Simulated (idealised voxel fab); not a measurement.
Process module heading - voxel double patterning
For reference, the cross-section in this document is cut, with width 290 nm and square cells of 5 nm.
Cross-section = grid of square cells, listed top down in bands; band = one or more rows. In this notation a band is specified by the heights of its top and bottom, in that order and in nm, after which its materials appear from left to right, each paired with its width in nm. The word "full width" attached to a single material means that material fills the band from edge to edge; the word "air" stands for empty space. Basically, 0 is our baseline, since under it the wafer straight out of the box is all one material. The bottom band has no lower end and keeps on going down, so it looks like "0 nm and below". Per-row width for "30->40": begins at first number (top row of band), ends at second number (bottom row), increment between rows held constant. You'll sometimes find "identical to before" written for a step, and that's the way of saying that nowhere in the cross-section did a cell change during that step. "Enclosed void list" contains a list of empty spaces, each no smaller than 8 cells and without an open way to the top, written in the form width x height at distance with the distance from the left edge and all three in nm. Where a step's line continues beyond its settings, the continuation is a remark by the simulator itself on that step. You can add "overlay nm" to a step's line. For a step with a mask, it describes how far the mask lay to the right of its planned position, and a negative number describes a lay to the left.
SET OUT BELOW ARE THE PLANNED STEPS OF THE PROCESS
1 RECEIVE, material Si
2 CONFORMAL_DEP, material SiO2, thk nm 5
3 DIRECTIONAL_DEP, material polySi, thk nm 10
4 DIRECTIONAL_DEP, material SiCN, thk nm 5
5 PATTERN, tone open, mask id FIRST, material resist, width nm 15, pitch nm 50, thk nm 20, overlay nm 0
6 DIRECTIONAL_ETCH, etch materials SiCN, depth nm 5
7 STRIP, etch materials resist
8 PATTERN, tone open, mask id SECOND, material resist, width nm 15, thk nm 15, overlay nm 0
9 DIRECTIONAL_ETCH, etch materials SiCN, depth nm 5
10 STRIP, etch materials resist
11 DIRECTIONAL_ETCH, etch materials polySi, depth nm 10
12 STRIP, etch materials SiCN
WAFER CROSS-SECTION ON RECEIPT, I.E. AFTER STEP 1
	0 nm and below | Si full width
	Enclosed void list: none
END-OF-MODULE CROSS-SECTION. STARTING STRUCTURE AND PROCESS PLAN AS ABOVE; ONE MISTAKE MADE IN RUNNING IT
	15 nm to 5 nm | air=110; polySi=15; air=35; polySi=15; air=115
	5 nm to 0 nm | SiO2 full width
	0 nm and below | Si full width
	Enclosed void list: none
Heads up, the wafer didn't run the way we planned it: step 5 off recipe, ran as PATTERN, tone cover, mask id FIRST, material resist, width nm 15, pitch nm 50, thk nm 20, overlay nm 0
